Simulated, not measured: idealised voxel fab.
You're looking at the process module voxel capacitor over wiring.
FYI the section here is cut, 300 nm wide, cells are 5 nm squares.
A cross-section in this document is a grid of square cells, and it is written down as bands, the top band listed before the ones below it; a band is made up of one or more rows of cells. Band: top and bottom heights (nm) first, top before bottom; then materials from left to right, widths in nm. "all across" marks a sole material filling the band edge to edge. "air" denotes empty space. Beneath 0, the wafer as received is one material, and that level is where height counting begins. The lowest band goes on downward without a bottom; it is written like "0 and below". So if you see something like "30->40" for the width, read it as the top row of the band sitting at the first number and the bottom row at the second, with every row in between moving by the same amount as the last. What does "all unchanged" mean for a step? It means no cell of the cross-section changed in that step. If an empty space has no open way to the top and is at least 8 cells in size, "Fully enclosed voids" lists it, written width x height at distance, where distance is measured from the left edge and every value is in nm. Post-settings text on a step line: simulator's own remark regarding the step. overlay nm: where the mask lay relative to plan, measured to the right, on steps with a mask; negatives go left.

Plan
1 RECEIVE [material Si]
2 CONFORMAL_DEP [material SiO2] [thk nm 15]
3 CONFORMAL_DEP [material SiN] [thk nm 5]
4 DIRECTIONAL_DEP [material SiO2] [thk nm 15]
5 PATTERN [tone open] [mask id METAL_1] [material resist] [width nm 25] [pitch nm 85] [thk nm 20] [overlay nm 0]
6 DIRECTIONAL_ETCH [etch materials SiO2] [depth nm 15]
7 DIRECTIONAL_ETCH [etch materials SiN] [depth nm 5]
8 STRIP [etch materials resist]
9 CONFORMAL_DEP [material TiN] [thk nm 5]
10 FILL_DEP [material Cu] [thk nm 5]
11 CMP [height nm 35]
12 EPI [material Ru] [thk nm 5]
13 FILL_DEP [material SiCN] [thk nm 5]
14 DIRECTIONAL_DEP [material SiO2] [thk nm 20]
15 PATTERN [tone open] [mask id PLUG_1] [material resist] [width nm 15] [thk nm 15] [overlay nm 0]
16 DIRECTIONAL_ETCH [etch materials SiO2] [depth nm 20]
17 DIRECTIONAL_ETCH [etch materials SiCN] [depth nm 5]
18 STRIP [etch materials resist]
19 CONFORMAL_DEP [material TiN] [thk nm 5]
20 FILL_DEP [material W] [thk nm 5]
21 CMP [height nm 65]
22 DIRECTIONAL_DEP [material TiN] [thk nm 5]
23 DIRECTIONAL_DEP [material SiN] [thk nm 5]
24 DIRECTIONAL_DEP [material TiN] [thk nm 5]
25 DIRECTIONAL_DEP [material aC] [thk nm 15]
26 PATTERN [tone cover] [mask id UPPER_PLATE] [material resist] [width nm 65] [thk nm 35] [overlay nm -15]
27 DIRECTIONAL_ETCH [etch materials aC] [depth nm 15]
28 STRIP [etch materials resist]
29 DIRECTIONAL_ETCH [etch materials TiN] [depth nm 5]
30 DIRECTIONAL_ETCH [etch materials SiN] [depth nm 5]
31 STRIP [etch materials aC]
32 MASKED_ETCH [tone cover] [mask id LOWER_PLATE] [width nm 75] [etch materials TiN] [depth nm 5] [overlay nm 0]
33 FILL_DEP [material SiO2] [thk nm 20]
34 CMP [height nm 95]
35 PATTERN [tone open] [mask id PLUG_2] [material resist] [width nm 15] [thk nm 20] [overlay nm 0]
36 DIRECTIONAL_ETCH [etch materials SiO2] [depth nm 15]
37 STRIP [etch materials resist]
38 CONFORMAL_DEP [material TiN] [thk nm 5]
39 FILL_DEP [material W] [thk nm 5]
40 CMP [height nm 95]
41 CONFORMAL_DEP [material SiN] [thk nm 5]
Split variable: overlay nm, step 26. Plan value = first wafer. Wafers start alike.

The first of several wafers, as received after step 1, seen in section
0 and below = Si all across
Fully enclosed voids: none

Note: the following table is arranged by wafer, a row apiece. Each row reports the end-of-module state: per material, cells gained (+) or cells lost (-) compared with the wafer as received; closed voids follow
overlay nm -15, +18 Cu, +14 Ru, +103 SiCN, +123 SiN, +868 SiO2, +68 TiN, +6 W, Fully enclosed voids: none
overlay nm -10, +18 Cu, +14 Ru, +103 SiCN, +123 SiN, +868 SiO2, +68 TiN, +6 W, Fully enclosed voids: none
overlay nm -5, +18 Cu, +14 Ru, +103 SiCN, +123 SiN, +868 SiO2, +68 TiN, +6 W, Fully enclosed voids: none
overlay nm 0, +18 Cu, +14 Ru, +103 SiCN, +123 SiN, +868 SiO2, +68 TiN, +6 W, Fully enclosed voids: none
overlay nm 5, +18 Cu, +14 Ru, +103 SiCN, +123 SiN, +868 SiO2, +68 TiN, +6 W, Fully enclosed voids: none
overlay nm 10, +18 Cu, +14 Ru, +103 SiCN, +123 SiN, +868 SiO2, +68 TiN, +6 W, Fully enclosed voids: none
overlay nm 15, +18 Cu, +14 Ru, +103 SiCN, +123 SiN, +868 SiO2, +68 TiN, +6 W, Fully enclosed voids: none
